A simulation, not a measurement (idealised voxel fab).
process module | voxel spacer lines
cross-section cut | 210 nm wide | cells 5 nm
A cross-section is a grid of square cells, given in bands from the top down. A band is one or more rows of cells.
Each band's line starts with the height of the band's top and of its bottom, in nm. Then come its materials from left to right, each with its width in nm. One material with "throughout" fills the band from edge to edge. "air" is empty space.
Height 0 is the level under which the wafer as received is all one material. The lowest band goes on downwards, as in "0 down".
A width such as "30 to 40" changes by the same amount from each row of cells to the next, from the band's top row to its bottom row.
"no change" after a step means that no cell of the cross-section changed.
closed voids: empty space of 8 cells or more with no open way to the top, each as width x height at its distance from the left edge, in nm
after a step's settings: what the simulator itself notes on the step
overlay nm, on a step with a mask: how far to the right of its planned place the mask lay; to the left if negative
plan
1 op RECEIVE | material Si
2 op CONFORMAL_DEP | material Al2O3 | thk nm 10
3 op DIRECTIONAL_DEP | material TiN | thk nm 10
4 op DIRECTIONAL_DEP | material polySi | thk nm 30
5 op PATTERN | tone cover | mask id MANDREL | material resist | width nm 15 | pitch nm 50 | thk nm 40 | overlay nm 0
6 op DIRECTIONAL_ETCH | etch materials polySi | depth nm 30
7 op STRIP | etch materials resist
8 op CONFORMAL_DEP | material SiO2 | thk nm 10
9 op DIRECTIONAL_ETCH | etch materials SiO2 | depth nm 10
10 op STRIP | etch materials polySi
11 op DIRECTIONAL_ETCH | etch materials TiN | depth nm 10
12 op STRIP | etch materials SiO2
first wafer, as planned
as received, after step 1
  0 down: Si throughout
  closed voids: none
after step 2
  10 to 0: Al2O3 throughout
  below 0: unchanged
after step 3
  20 to 10: TiN throughout
  below 10: unchanged
after step 4
  50 to 20: polySi throughout
  below 20: unchanged
after step 5
  90 to 50: air 45 | resist 15 | air 35 | resist 15 | air 35 | resist 15 | air 50
  below 50: unchanged
after step 6
  90 to 50: air 45 | resist 15 | air 35 | resist 15 | air 35 | resist 15 | air 50
  50 to 20: air 45 | polySi 15 | air 35 | polySi 15 | air 35 | polySi 15 | air 50
  below 20: unchanged
after step 7
  50 to 20: air 45 | polySi 15 | air 35 | polySi 15 | air 35 | polySi 15 | air 50
  below 20: unchanged
after step 8
  60 to 50: air 35 | SiO2 35 | air 15 | SiO2 35 | air 15 | SiO2 35 | air 40
  50 to 30: air 35 | SiO2 10 | polySi 15 | SiO2 10 | air 15 | SiO2 10 | polySi 15 | SiO2 10 | air 15 | SiO2 10 | polySi 15 | SiO2 10 | air 40
  30 to 20: SiO2 45 | polySi 15 | SiO2 35 | polySi 15 | SiO2 35 | polySi 15 | SiO2 50
  below 20: unchanged
after step 9
  50 to 20: air 35 | SiO2 10 | polySi 15 | SiO2 10 | air 15 | SiO2 10 | polySi 15 | SiO2 10 | air 15 | SiO2 10 | polySi 15 | SiO2 10 | air 40
  below 20: unchanged
after step 10
  50 to 20: air 35 | SiO2 10 | air 15 | SiO2 10 | air 15 | SiO2 10 | air 15 | SiO2 10 | air 15 | SiO2 10 | air 15 | SiO2 10 | air 40
  below 20: unchanged
after step 11
  50 to 20: air 35 | SiO2 10 | air 15 | SiO2 10 | air 15 | SiO2 10 | air 15 | SiO2 10 | air 15 | SiO2 10 | air 15 | SiO2 10 | air 40
  20 to 10: air 35 | TiN 10 | air 15 | TiN 10 | air 15 | TiN 10 | air 15 | TiN 10 | air 15 | TiN 10 | air 15 | TiN 10 | air 40
  below 10: unchanged
after step 12
  20 to 10: air 35 | TiN 10 | air 15 | TiN 10 | air 15 | TiN 10 | air 15 | TiN 10 | air 15 | TiN 10 | air 15 | TiN 10 | air 40
  below 10: unchanged
second wafer: like start, like plan, one mistake. Through step 4 it matches the first wafer
when step 5 should have ended
  90 to 50: air 50 | resist 15 | air 35 | resist 15 | air 35 | resist 15 | air 45
  below 50: unchanged
when step 6 should have ended
  90 to 50: air 50 | resist 15 | air 35 | resist 15 | air 35 | resist 15 | air 45
  50 to 20: air 50 | polySi 15 | air 35 | polySi 15 | air 35 | polySi 15 | air 45
  below 20: unchanged
when step 7 should have ended
  50 to 20: air 50 | polySi 15 | air 35 | polySi 15 | air 35 | polySi 15 | air 45
  below 20: unchanged
when step 8 should have ended
  60 to 50: air 40 | SiO2 35 | air 15 | SiO2 35 | air 15 | SiO2 35 | air 35
  50 to 30: air 40 | SiO2 10 | polySi 15 | SiO2 10 | air 15 | SiO2 10 | polySi 15 | SiO2 10 | air 15 | SiO2 10 | polySi 15 | SiO2 10 | air 35
  30 to 20: SiO2 50 | polySi 15 | SiO2 35 | polySi 15 | SiO2 35 | polySi 15 | SiO2 45
  below 20: unchanged
when step 9 should have ended
  50 to 20: air 40 | SiO2 10 | polySi 15 | SiO2 10 | air 15 | SiO2 10 | polySi 15 | SiO2 10 | air 15 | SiO2 10 | polySi 15 | SiO2 10 | air 35
  below 20: unchanged
when step 10 should have ended
  50 to 20: air 40 | SiO2 10 | air 15 | SiO2 10 | air 15 | SiO2 10 | air 15 | SiO2 10 | air 15 | SiO2 10 | air 15 | SiO2 10 | air 35
  below 20: unchanged
when step 11 should have ended
  50 to 20: air 40 | SiO2 10 | air 15 | SiO2 10 | air 15 | SiO2 10 | air 15 | SiO2 10 | air 15 | SiO2 10 | air 15 | SiO2 10 | air 35
  20 to 10: air 40 | TiN 10 | air 15 | TiN 10 | air 15 | TiN 10 | air 15 | TiN 10 | air 15 | TiN 10 | air 15 | TiN 10 | air 35
  below 10: unchanged
when step 12 should have ended
  20 to 10: air 40 | TiN 10 | air 15 | TiN 10 | air 15 | TiN 10 | air 15 | TiN 10 | air 15 | TiN 10 | air 15 | TiN 10 | air 35
  below 10: unchanged
what went wrong: step 5 ran as: op PATTERN | tone cover | mask id MANDREL | material resist | width nm 15 | pitch nm 50 | thk nm 40 | overlay nm 5
at the end the second wafer has, in cells: as many of each material as the first, in other places
